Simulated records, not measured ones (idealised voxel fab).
A process module follows: voxel capacitor over wiring.
Section cut is 220 nm wide and gridded with 5 nm square cells.
Just so we're on the same page, the cross-sections are grids of square cells, and they're listed out in bands top to bottom, each band one or more rows deep.
Band entry format. Leading values: height of top, height of bottom, nm. Remainder: materials in left-to-right order, each with its width in nm. Special words: "everywhere" on a single material, which then fills the band edge to edge; "blank", empty space.
Convention: height 0 is the level below which the wafer, as received, is all one material. The lowest band does not terminate at the bottom but continues downward, represented as "0 -> down".
A width such as "30 to 40" changes by the same amount from each row of cells to the next, from the band's top row to its bottom row.
You'll sometimes find "changes: none" written for a step, and that's the way of saying that nowhere in the cross-section did a cell change during that step.
You'll see "Sealed void list" listing empty spaces that have no way open to the top, as long as they're 8 cells or more; the notation is width x height at distance, where the distance is from the left edge, and all of it is in nm.
Anything after a step's settings on that line? It's the simulator's own note about the step.
overlay nm: where the mask lay relative to plan, measured to the right, on steps with a mask; negatives go left.
THE FOLLOWING LIST GIVES THE PLANNED PROCESS STEPS
1,RECEIVE | material Si
2,CONFORMAL_DEP | material SiO2 | thk nm 15
3,DIRECTIONAL_DEP | material TiN | thk nm 5
4,DIRECTIONAL_DEP | material W | thk nm 15
5,DIRECTIONAL_DEP | material aC | thk nm 15
6,PATTERN | tone cover | mask id METAL_1 | material resist | width nm 30 | pitch nm 90 | thk nm 30 | overlay nm 0
7,DIRECTIONAL_ETCH | etch materials aC | depth nm 15
8,STRIP | etch materials resist
9,DIRECTIONAL_ETCH | etch materials W | depth nm 15
10,DIRECTIONAL_ETCH | etch materials TiN | depth nm 5
11,STRIP | etch materials aC
12,CONFORMAL_DEP | material SiN | thk nm 5
13,FILL_DEP | material SiO2 | thk nm 5
14,CMP | height nm 35
15,CONFORMAL_DEP | material SiCN | thk nm 5
16,DIRECTIONAL_DEP | material SiO2 | thk nm 15
17,PATTERN | tone open | mask id PLUG_1 | material resist | width nm 15 | thk nm 15 | overlay nm 0
18,DIRECTIONAL_ETCH | etch materials SiO2 | depth nm 15
19,DIRECTIONAL_ETCH | etch materials SiCN | depth nm 5
20,STRIP | etch materials resist
21,CONFORMAL_DEP | material TiN | thk nm 5
22,FILL_DEP | material Cu | thk nm 10
23,CMP | height nm 55
24,DIRECTIONAL_DEP | material TiN | thk nm 10
25,DIRECTIONAL_DEP | material Al2O3 | thk nm 5
26,DIRECTIONAL_DEP | material TiN | thk nm 5
27,PATTERN | tone cover | mask id UPPER_PLATE | material resist | width nm 65 | thk nm 15 | overlay nm 0
28,DIRECTIONAL_ETCH | etch materials TiN | depth nm 5
29,DIRECTIONAL_ETCH | etch materials Al2O3 | depth nm 5
30,STRIP | etch materials resist
31,DIRECTIONAL_DEP | material aC | thk nm 10
32,PATTERN | tone cover | mask id LOWER_PLATE | material resist | width nm 75 | thk nm 25 | overlay nm 0
33,DIRECTIONAL_ETCH | etch materials aC | depth nm 10
34,STRIP | etch materials resist
35,DIRECTIONAL_ETCH | etch materials TiN | depth nm 10
36,STRIP | etch materials aC
37,FILL_DEP | material SiO2 | thk nm 20
38,CMP | height nm 90
39,MASKED_ETCH | tone open | mask id PLUG_2 | width nm 15 | etch materials SiO2 | depth nm 15 | overlay nm 0
40,CONFORMAL_DEP | material TiN | thk nm 5
41,FILL_DEP | material W | thk nm 5
42,CMP | height nm 90
43,CONFORMAL_DEP | material SiCN | thk nm 5
FIRST OF THE TWO WAFERS, RUN PER PLAN
CROSS-SECTION OF THE WAFER AT RECEIPT, WHICH IS THE CONDITION AFTER STEP 1
	0 -> down | Si everywhere
	Sealed void list: none
STEP 2 COMPLETE: CROSS-SECTION THROUGH THE WAFER
	15 -> 0 | SiO2 everywhere
	Nothing below the height 0 has changed.
STEP 3 COMPLETE: CROSS-SECTION THROUGH THE WAFER
	20 -> 15 | TiN everywhere
	Nothing below the height 15 has changed.
STEP 4 COMPLETE: CROSS-SECTION THROUGH THE WAFER
	35 -> 20 | W everywhere
	Nothing below the height 20 has changed.
STEP 5 COMPLETE: CROSS-SECTION THROUGH THE WAFER
	50 -> 35 | aC everywhere
	Nothing below the height 35 has changed.
STEP 6 COMPLETE: CROSS-SECTION THROUGH THE WAFER
	80 -> 50 | 50 of blank | 30 of resist | 60 of blank | 30 of resist | 50 of blank
	Nothing below the height 50 has changed.
STEP 7 COMPLETE: CROSS-SECTION THROUGH THE WAFER
	65 -> 50 | 50 of blank | 30 of resist | 60 of blank | 30 of resist | 50 of blank
	50 -> 35 | 50 of blank | 30 of aC | 60 of blank | 30 of aC | 50 of blank
	Nothing below the height 35 has changed.
STEP 8 COMPLETE: CROSS-SECTION THROUGH THE WAFER
	50 -> 35 | 50 of blank | 30 of aC | 60 of blank | 30 of aC | 50 of blank
	Nothing below the height 35 has changed.
STEP 9 COMPLETE: CROSS-SECTION THROUGH THE WAFER
	50 -> 35 | 50 of blank | 30 of aC | 60 of blank | 30 of aC | 50 of blank
	35 -> 20 | 50 of blank | 30 of W | 60 of blank | 30 of W | 50 of blank
	Nothing below the height 20 has changed.
STEP 10 COMPLETE: CROSS-SECTION THROUGH THE WAFER
	50 -> 35 | 50 of blank | 30 of aC | 60 of blank | 30 of aC | 50 of blank
	35 -> 20 | 50 of blank | 30 of W | 60 of blank | 30 of W | 50 of blank
	20 -> 15 | 50 of blank | 30 of TiN | 60 of blank | 30 of TiN | 50 of blank
	Nothing below the height 15 has changed.
STEP 11 COMPLETE: CROSS-SECTION THROUGH THE WAFER
	35 -> 20 | 50 of blank | 30 of W | 60 of blank | 30 of W | 50 of blank
	Nothing below the height 20 has changed.
STEP 12 COMPLETE: CROSS-SECTION THROUGH THE WAFER
	40 -> 35 | 45 of blank | 40 of SiN | 50 of blank | 40 of SiN | 45 of blank
	35 -> 20 | 45 of blank | 5 of SiN | 30 of W | 5 of SiN | 50 of blank | 5 of SiN | 30 of W | 5 of SiN | 45 of blank
	20 -> 15 | 50 of SiN | 30 of TiN | 60 of SiN | 30 of TiN | 50 of SiN
	Nothing below the height 15 has changed.
STEP 13 COMPLETE: CROSS-SECTION THROUGH THE WAFER
	45 -> 40 | SiO2 everywhere
	40 -> 35 | 45 of SiO2 | 40 of SiN | 50 of SiO2 | 40 of SiN | 45 of SiO2
	35 -> 20 | 45 of SiO2 | 5 of SiN | 30 of W | 5 of SiN | 50 of SiO2 | 5 of SiN | 30 of W | 5 of SiN | 45 of SiO2
	Nothing below the height 20 has changed.
STEP 14 COMPLETE: CROSS-SECTION THROUGH THE WAFER
	35 -> 20 | 45 of SiO2 | 5 of SiN | 30 of W | 5 of SiN | 50 of SiO2 | 5 of SiN | 30 of W | 5 of SiN | 45 of SiO2
	Nothing below the height 20 has changed.
STEP 15 COMPLETE: CROSS-SECTION THROUGH THE WAFER
	40 -> 35 | SiCN everywhere
	Nothing below the height 35 has changed.
STEP 16 COMPLETE: CROSS-SECTION THROUGH THE WAFER
	55 -> 40 | SiO2 everywhere
	Nothing below the height 40 has changed.
STEP 17 COMPLETE: CROSS-SECTION THROUGH THE WAFER
	70 -> 55 | 65 of resist | 15 of blank | 140 of resist
	Nothing below the height 55 has changed.
STEP 18 COMPLETE: CROSS-SECTION THROUGH THE WAFER
	70 -> 55 | 65 of resist | 15 of blank | 140 of resist
	55 -> 40 | 65 of SiO2 | 15 of blank | 140 of SiO2
	Nothing below the height 40 has changed.
STEP 19 COMPLETE: CROSS-SECTION THROUGH THE WAFER
	70 -> 55 | 65 of resist | 15 of blank | 140 of resist
	55 -> 40 | 65 of SiO2 | 15 of blank | 140 of SiO2
	40 -> 35 | 65 of SiCN | 15 of blank | 140 of SiCN
	Nothing below the height 35 has changed.
STEP 20 COMPLETE: CROSS-SECTION THROUGH THE WAFER
	55 -> 40 | 65 of SiO2 | 15 of blank | 140 of SiO2
	Nothing below the height 40 has changed.
STEP 21 COMPLETE: CROSS-SECTION THROUGH THE WAFER
	60 -> 55 | 70 of TiN | 5 of blank | 145 of TiN
	55 -> 40 | 65 of SiO2 | 5 of TiN | 5 of blank | 5 of TiN | 140 of SiO2
	40 -> 35 | 65 of SiCN | 15 of TiN | 140 of SiCN
	Nothing below the height 35 has changed.
STEP 22 COMPLETE: CROSS-SECTION THROUGH THE WAFER
	70 -> 60 | Cu everywhere
	60 -> 55 | 70 of TiN | 5 of Cu | 145 of TiN
	55 -> 40 | 65 of SiO2 | 5 of TiN | 5 of Cu | 5 of TiN | 140 of SiO2
	Nothing below the height 40 has changed.
STEP 23 COMPLETE: CROSS-SECTION THROUGH THE WAFER
	55 -> 40 | 65 of SiO2 | 5 of TiN | 5 of Cu | 5 of TiN | 140 of SiO2
	Nothing below the height 40 has changed.
STEP 24 COMPLETE: CROSS-SECTION THROUGH THE WAFER
	65 -> 55 | TiN everywhere
	Nothing below the height 55 has changed.
STEP 25 COMPLETE: CROSS-SECTION THROUGH THE WAFER
	70 -> 65 | Al2O3 everywhere
	Nothing below the height 65 has changed.
STEP 26 COMPLETE: CROSS-SECTION THROUGH THE WAFER
	75 -> 70 | TiN everywhere
	Nothing below the height 70 has changed.
STEP 27 COMPLETE: CROSS-SECTION THROUGH THE WAFER
	90 -> 75 | 65 of blank | 65 of resist | 90 of blank
	Nothing below the height 75 has changed.
STEP 28 COMPLETE: CROSS-SECTION THROUGH THE WAFER
	90 -> 75 | 65 of blank | 65 of resist | 90 of blank
	75 -> 70 | 65 of blank | 65 of TiN | 90 of blank
	Nothing below the height 70 has changed.
STEP 29 COMPLETE: CROSS-SECTION THROUGH THE WAFER
	90 -> 75 | 65 of blank | 65 of resist | 90 of blank
	75 -> 70 | 65 of blank | 65 of TiN | 90 of blank
	70 -> 65 | 65 of blank | 65 of Al2O3 | 90 of blank
	Nothing below the height 65 has changed.
STEP 30 COMPLETE: CROSS-SECTION THROUGH THE WAFER
	75 -> 70 | 65 of blank | 65 of TiN | 90 of blank
	Nothing below the height 70 has changed.
STEP 31 COMPLETE: CROSS-SECTION THROUGH THE WAFER
	85 -> 75 | 65 of blank | 65 of aC | 90 of blank
	75 -> 70 | 65 of aC | 65 of TiN | 90 of aC
	70 -> 65 | 65 of aC | 65 of Al2O3 | 90 of aC
	Nothing below the height 65 has changed.
STEP 32 COMPLETE: CROSS-SECTION THROUGH THE WAFER
	110 -> 85 | 60 of blank | 75 of resist | 85 of blank
	85 -> 75 | 60 of blank | 5 of resist | 65 of aC | 5 of resist | 85 of blank
	Nothing below the height 75 has changed.
STEP 33 COMPLETE: CROSS-SECTION THROUGH THE WAFER
	100 -> 85 | 60 of blank | 75 of resist | 85 of blank
	85 -> 75 | 60 of blank | 5 of resist | 65 of aC | 5 of resist | 85 of blank
	75 -> 70 | 60 of blank | 5 of aC | 65 of TiN | 5 of aC | 85 of blank
	70 -> 65 | 60 of blank | 5 of aC | 65 of Al2O3 | 5 of aC | 85 of blank
	Nothing below the height 65 has changed.
STEP 34 COMPLETE: CROSS-SECTION THROUGH THE WAFER
	85 -> 75 | 65 of blank | 65 of aC | 90 of blank
	Nothing below the height 75 has changed.
STEP 35 COMPLETE: CROSS-SECTION THROUGH THE WAFER
	85 -> 75 | 65 of blank | 65 of aC | 90 of blank
	75 -> 70 | 60 of blank | 5 of aC | 65 of TiN | 5 of aC | 85 of blank
	70 -> 65 | 60 of blank | 5 of aC | 65 of Al2O3 | 5 of aC | 85 of blank
	65 -> 55 | 60 of blank | 75 of TiN | 85 of blank
	Nothing below the height 55 has changed.
STEP 36 COMPLETE: CROSS-SECTION THROUGH THE WAFER
	75 -> 70 | 65 of blank | 65 of TiN | 90 of blank
	70 -> 65 | 65 of blank | 65 of Al2O3 | 90 of blank
	Nothing below the height 65 has changed.
STEP 37 COMPLETE: CROSS-SECTION THROUGH THE WAFER
	95 -> 75 | SiO2 everywhere
	75 -> 70 | 65 of SiO2 | 65 of TiN | 90 of SiO2
	70 -> 65 | 65 of SiO2 | 65 of Al2O3 | 90 of SiO2
	65 -> 55 | 60 of SiO2 | 75 of TiN | 85 of SiO2
	Nothing below the height 55 has changed.
STEP 38 COMPLETE: CROSS-SECTION THROUGH THE WAFER
	90 -> 75 | SiO2 everywhere
	Nothing below the height 75 has changed.
STEP 39 COMPLETE: CROSS-SECTION THROUGH THE WAFER
	90 -> 75 | 75 of SiO2 | 15 of blank | 130 of SiO2
	Nothing below the height 75 has changed.
STEP 40 COMPLETE: CROSS-SECTION THROUGH THE WAFER
	95 -> 90 | 80 of TiN | 5 of blank | 135 of TiN
	90 -> 80 | 75 of SiO2 | 5 of TiN | 5 of blank | 5 of TiN | 130 of SiO2
	80 -> 70 | 75 to 65 of SiO2 | 15 to 65 of TiN | 130 to 90 of SiO2
	Nothing below the height 70 has changed.
STEP 41 COMPLETE: CROSS-SECTION THROUGH THE WAFER
	100 -> 95 | W everywhere
	95 -> 90 | 80 of TiN | 5 of W | 135 of TiN
	90 -> 80 | 75 of SiO2 | 5 of TiN | 5 of W | 5 of TiN | 130 of SiO2
	Nothing below the height 80 has changed.
STEP 42 COMPLETE: CROSS-SECTION THROUGH THE WAFER
	90 -> 80 | 75 of SiO2 | 5 of TiN | 5 of W | 5 of TiN | 130 of SiO2
	Nothing below the height 80 has changed.
STEP 43 COMPLETE: CROSS-SECTION THROUGH THE WAFER
	95 -> 90 | SiCN everywhere
	Nothing below the height 90 has changed.
SECOND WAFER, SAME STARTING CONDITIONS AND RECIPE AS THE FIRST, ONE MISTAKE IN EXECUTING IT, NOTHING DIFFERS FROM THE FIRST UP TO AND INCLUDING STEP 38
AT THE PLANNED END OF STEP 39, THE SECOND WAFER IN CROSS-SECTION
	90 -> 75 | 70 of SiO2 | 25 of blank | 125 of SiO2
	Nothing below the height 75 has changed.
AT THE PLANNED END OF STEP 40, THE SECOND WAFER IN CROSS-SECTION
	95 -> 90 | 75 of TiN | 15 of blank | 130 of TiN
	90 -> 80 | 70 of SiO2 | 5 of TiN | 15 of blank | 5 of TiN | 125 of SiO2
	80 -> 70 | 70 to 65 of SiO2 | 25 to 65 of TiN | 125 to 90 of SiO2
	Nothing below the height 70 has changed.
AT THE PLANNED END OF STEP 41, THE SECOND WAFER IN CROSS-SECTION
	100 -> 95 | W everywhere
	95 -> 90 | 75 of TiN | 15 of W | 130 of TiN
	90 -> 80 | 70 of SiO2 | 5 of TiN | 15 of W | 5 of TiN | 125 of SiO2
	Nothing below the height 80 has changed.
AT THE PLANNED END OF STEP 42, THE SECOND WAFER IN CROSS-SECTION
	90 -> 80 | 70 of SiO2 | 5 of TiN | 15 of W | 5 of TiN | 125 of SiO2
	Nothing below the height 80 has changed.
AT THE PLANNED END OF STEP 43, THE SECOND WAFER IN CROSS-SECTION
	95 -> 90 | SiCN everywhere
	Nothing below the height 90 has changed.
Short version of what went wrong: step 39 ran as: MASKED_ETCH | tone open | mask id PLUG_2 | width nm 25 | etch materials SiO2 | depth nm 15 | overlay nm 0
Final comparison by cell count, materials where the second wafer has more or fewer than the first: SiO2 -6, TiN +2, W +4
